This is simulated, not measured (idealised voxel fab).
This is a process module. Its name is voxel gate over fins.
The width of the displayed cross-section, cut, is 185 nm; its cells are square, with a size of 5 nm.
Throughout this document, each cross-section is represented as a grid of square cells and is presented as a sequence of bands enumerated from the top downward, where a band comprises one or more rows of cells.
For a band, the entry starts with two heights in nm, that of the top and then that of the bottom, and carries on with the band's materials in order from left to right, each alongside its width in nm; the word "throughout" beside a single material means it fills the band edge to edge, and "air" means empty space.
Convention: height 0 is the level below which the wafer, as received, is all one material. The lowest band does not terminate at the bottom but continues downward, represented as "0 nm and below".
Read "30..40" as a graded width: first number on top, second number at the bottom, same change between each pair of neighbouring rows.
Reading "no alteration" for a step: not a cell of the cross-section changed in it.
"Voids, fully enclosed": empty spaces of 8 cells or more with no open way to the top, each given as width x height at distance, distance from the left edge, all in nm.
On a step's line, text after the settings is the simulator commenting on that step.
overlay nm: on a step with a mask, how far right of its planned place the mask lay; negative means left.

Steps planned for the process
| 1 | RECEIVE with material Si |
| 2 | CONFORMAL_DEP with material SiN, thk nm 10 |
| 3 | PATTERN with tone cover, mask id FINS, material resist, width nm 15, pitch nm 45, thk nm 15, overlay nm 0 |
| 4 | DIRECTIONAL_ETCH with etch materials SiN, depth nm 10 |
| 5 | DIRECTIONAL_ETCH with etch materials Si, depth nm 35 |
| 6 | STRIP with etch materials resist |
| 7 | OXIDIZE with depth nm 5 |
| 8 | FILL_DEP with material SiO2, thk nm 5 |
| 9 | CMP with height nm 10 |
| 10 | SELECTIVE_ETCH with etch materials SiO2, depth nm 25 |
| 11 | STRIP with etch materials SiN |
| 12 | CONFORMAL_DEP with material HfO2, thk nm 5 |
| 13 | CONFORMAL_DEP with material TiN, thk nm 5 |
| 14 | FILL_DEP with material W, thk nm 10 |
| 15 | CMP with height nm 15 |
| 16 | CONFORMAL_DEP with material SiCN, thk nm 5 |

First wafer, two in total, run as planned

As received, after step 1
* 0 nm and below  Si throughout
* Voids, fully enclosed: none

State of the wafer after step 2, shown in cross-section
* 10 nm to 0 nm  SiN throughout
* Unchanged below 0.

State of the wafer after step 3, shown in cross-section
* 25 nm to 10 nm  60 air | 15 resist | 30 air | 15 resist | 65 air
* Unchanged below 10.

State of the wafer after step 4, shown in cross-section
* 25 nm to 10 nm  60 air | 15 resist | 30 air | 15 resist | 65 air
* 10 nm to 0 nm  60 air | 15 SiN | 30 air | 15 SiN | 65 air
* Unchanged below 0.

State of the wafer after step 5, shown in cross-section
* 25 nm to 10 nm  60 air | 15 resist | 30 air | 15 resist | 65 air
* 10 nm to 0 nm  60 air | 15 SiN | 30 air | 15 SiN | 65 air
* 0 nm to -35 nm  60 air | 15 Si | 30 air | 15 Si | 65 air
* Unchanged below -35.

State of the wafer after step 6, shown in cross-section
* 10 nm to 0 nm  60 air | 15 SiN | 30 air | 15 SiN | 65 air
* Unchanged below 0.

State of the wafer after step 7, shown in cross-section
* 10 nm to 0 nm  60 air | 15 SiN | 30 air | 15 SiN | 65 air
* 0 nm to -35 nm  60 air | 5 SiO2 | 5 Si | 5 SiO2 | 30 air | 5 SiO2 | 5 Si | 5 SiO2 | 65 air
* -35 nm to -40 nm  65 SiO2 | 5 Si | 40 SiO2 | 5 Si | 70 SiO2
* Unchanged below -40.

State of the wafer after step 8, shown in cross-section
* 15 nm to 10 nm  SiO2 throughout
* 10 nm to 0 nm  60 SiO2 | 15 SiN | 30 SiO2 | 15 SiN | 65 SiO2
* 0 nm to -40 nm  65 SiO2 | 5 Si | 40 SiO2 | 5 Si | 70 SiO2
* Unchanged below -40.

State of the wafer after step 9, shown in cross-section
* 10 nm to 0 nm  60 SiO2 | 15 SiN | 30 SiO2 | 15 SiN | 65 SiO2
* Unchanged below 0.

State of the wafer after step 10, shown in cross-section
* 10 nm to 0 nm  60 air | 15 SiN | 30 air | 15 SiN | 65 air
* 0 nm to -15 nm  65 air | 5 Si | 40 air | 5 Si | 70 air
* Unchanged below -15.

State of the wafer after step 11, shown in cross-section
* 0 nm to -15 nm  65 air | 5 Si | 40 air | 5 Si | 70 air
* Unchanged below -15.

State of the wafer after step 12, shown in cross-section
* 5 nm to 0 nm  60 air | 15 HfO2 | 30 air | 15 HfO2 | 65 air
* 0 nm to -10 nm  60 air | 5 HfO2 | 5 Si | 5 HfO2 | 30 air | 5 HfO2 | 5 Si | 5 HfO2 | 65 air
* -10 nm to -15 nm  65 HfO2 | 5 Si | 40 HfO2 | 5 Si | 70 HfO2
* Unchanged below -15.

State of the wafer after step 13, shown in cross-section
* 10 nm to 5 nm  55 air | 25 TiN | 20 air | 25 TiN | 60 air
* 5 nm to 0 nm  55 air | 5 TiN | 15 HfO2 | 5 TiN | 20 air | 5 TiN | 15 HfO2 | 5 TiN | 60 air
* 0 nm to -5 nm  55 air | 5 TiN | 5 HfO2 | 5 Si | 5 HfO2 | 5 TiN | 20 air | 5 TiN | 5 HfO2 | 5 Si | 5 HfO2 | 5 TiN | 60 air
* -5 nm to -10 nm  60 TiN | 5 HfO2 | 5 Si | 5 HfO2 | 30 TiN | 5 HfO2 | 5 Si | 5 HfO2 | 65 TiN
* Unchanged below -10.

State of the wafer after step 14, shown in cross-section
* 20 nm to 10 nm  W throughout
* 10 nm to 5 nm  55 W | 25 TiN | 20 W | 25 TiN | 60 W
* 5 nm to 0 nm  55 W | 5 TiN | 15 HfO2 | 5 TiN | 20 W | 5 TiN | 15 HfO2 | 5 TiN | 60 W
* 0 nm to -5 nm  55 W | 5 TiN | 5 HfO2 | 5 Si | 5 HfO2 | 5 TiN | 20 W | 5 TiN | 5 HfO2 | 5 Si | 5 HfO2 | 5 TiN | 60 W
* Unchanged below -5.

State of the wafer after step 15, shown in cross-section
* 15 nm to 10 nm  W throughout
* Unchanged below 10.

State of the wafer after step 16, shown in cross-section
* 20 nm to 15 nm  SiCN throughout
* Unchanged below 15.

The Second Wafer: Common Origin and Plan, One Mistake in Execution, Identical to the First Through Step 2

Cross-section, second wafer, at the end time the plan gives for step 3
* 25 nm to 10 nm  50 air | 15 resist | 30 air | 15 resist | 75 air
* Unchanged below 10.

Cross-section, second wafer, at the end time the plan gives for step 4
* 25 nm to 10 nm  50 air | 15 resist | 30 air | 15 resist | 75 air
* 10 nm to 0 nm  50 air | 15 SiN | 30 air | 15 SiN | 75 air
* Unchanged below 0.

Cross-section, second wafer, at the end time the plan gives for step 5
* 25 nm to 10 nm  50 air | 15 resist | 30 air | 15 resist | 75 air
* 10 nm to 0 nm  50 air | 15 SiN | 30 air | 15 SiN | 75 air
* 0 nm to -35 nm  50 air | 15 Si | 30 air | 15 Si | 75 air
* Unchanged below -35.

Cross-section, second wafer, at the end time the plan gives for step 6
* 10 nm to 0 nm  50 air | 15 SiN | 30 air | 15 SiN | 75 air
* Unchanged below 0.

Cross-section, second wafer, at the end time the plan gives for step 7
* 10 nm to 0 nm  50 air | 15 SiN | 30 air | 15 SiN | 75 air
* 0 nm to -35 nm  50 air | 5 SiO2 | 5 Si | 5 SiO2 | 30 air | 5 SiO2 | 5 Si | 5 SiO2 | 75 air
* -35 nm to -40 nm  55 SiO2 | 5 Si | 40 SiO2 | 5 Si | 80 SiO2
* Unchanged below -40.

Cross-section, second wafer, at the end time the plan gives for step 8
* 15 nm to 10 nm  SiO2 throughout
* 10 nm to 0 nm  50 SiO2 | 15 SiN | 30 SiO2 | 15 SiN | 75 SiO2
* 0 nm to -40 nm  55 SiO2 | 5 Si | 40 SiO2 | 5 Si | 80 SiO2
* Unchanged below -40.

Cross-section, second wafer, at the end time the plan gives for step 9
* 10 nm to 0 nm  50 SiO2 | 15 SiN | 30 SiO2 | 15 SiN | 75 SiO2
* Unchanged below 0.

Cross-section, second wafer, at the end time the plan gives for step 10
* 10 nm to 0 nm  50 air | 15 SiN | 30 air | 15 SiN | 75 air
* 0 nm to -15 nm  55 air | 5 Si | 40 air | 5 Si | 80 air
* Unchanged below -15.

Cross-section, second wafer, at the end time the plan gives for step 11
* 0 nm to -15 nm  55 air | 5 Si | 40 air | 5 Si | 80 air
* Unchanged below -15.

Cross-section, second wafer, at the end time the plan gives for step 12
* 5 nm to 0 nm  50 air | 15 HfO2 | 30 air | 15 HfO2 | 75 air
* 0 nm to -10 nm  50 air | 5 HfO2 | 5 Si | 5 HfO2 | 30 air | 5 HfO2 | 5 Si | 5 HfO2 | 75 air
* -10 nm to -15 nm  55 HfO2 | 5 Si | 40 HfO2 | 5 Si | 80 HfO2
* Unchanged below -15.

Cross-section, second wafer, at the end time the plan gives for step 13
* 10 nm to 5 nm  45 air | 25 TiN | 20 air | 25 TiN | 70 air
* 5 nm to 0 nm  45 air | 5 TiN | 15 HfO2 | 5 TiN | 20 air | 5 TiN | 15 HfO2 | 5 TiN | 70 air
* 0 nm to -5 nm  45 air | 5 TiN | 5 HfO2 | 5 Si | 5 HfO2 | 5 TiN | 20 air | 5 TiN | 5 HfO2 | 5 Si | 5 HfO2 | 5 TiN | 70 air
* -5 nm to -10 nm  50 TiN | 5 HfO2 | 5 Si | 5 HfO2 | 30 TiN | 5 HfO2 | 5 Si | 5 HfO2 | 75 TiN
* Unchanged below -10.

Cross-section, second wafer, at the end time the plan gives for step 14
* 20 nm to 10 nm  W throughout
* 10 nm to 5 nm  45 W | 25 TiN | 20 W | 25 TiN | 70 W
* 5 nm to 0 nm  45 W | 5 TiN | 15 HfO2 | 5 TiN | 20 W | 5 TiN | 15 HfO2 | 5 TiN | 70 W
* 0 nm to -5 nm  45 W | 5 TiN | 5 HfO2 | 5 Si | 5 HfO2 | 5 TiN | 20 W | 5 TiN | 5 HfO2 | 5 Si | 5 HfO2 | 5 TiN | 70 W
* Unchanged below -5.

Cross-section, second wafer, at the end time the plan gives for step 15
* 15 nm to 10 nm  W throughout
* Unchanged below 10.

Cross-section, second wafer, at the end time the plan gives for step 16
* 20 nm to 15 nm  SiCN throughout
* Unchanged below 15.
Want to know what went wrong? step 3 deviated from plan and actually ran as PATTERN with tone cover, mask id FINS, material resist, width nm 15, pitch nm 45, thk nm 15, overlay nm -10
Cell counts per material: same on both final wafers. Positions: different.
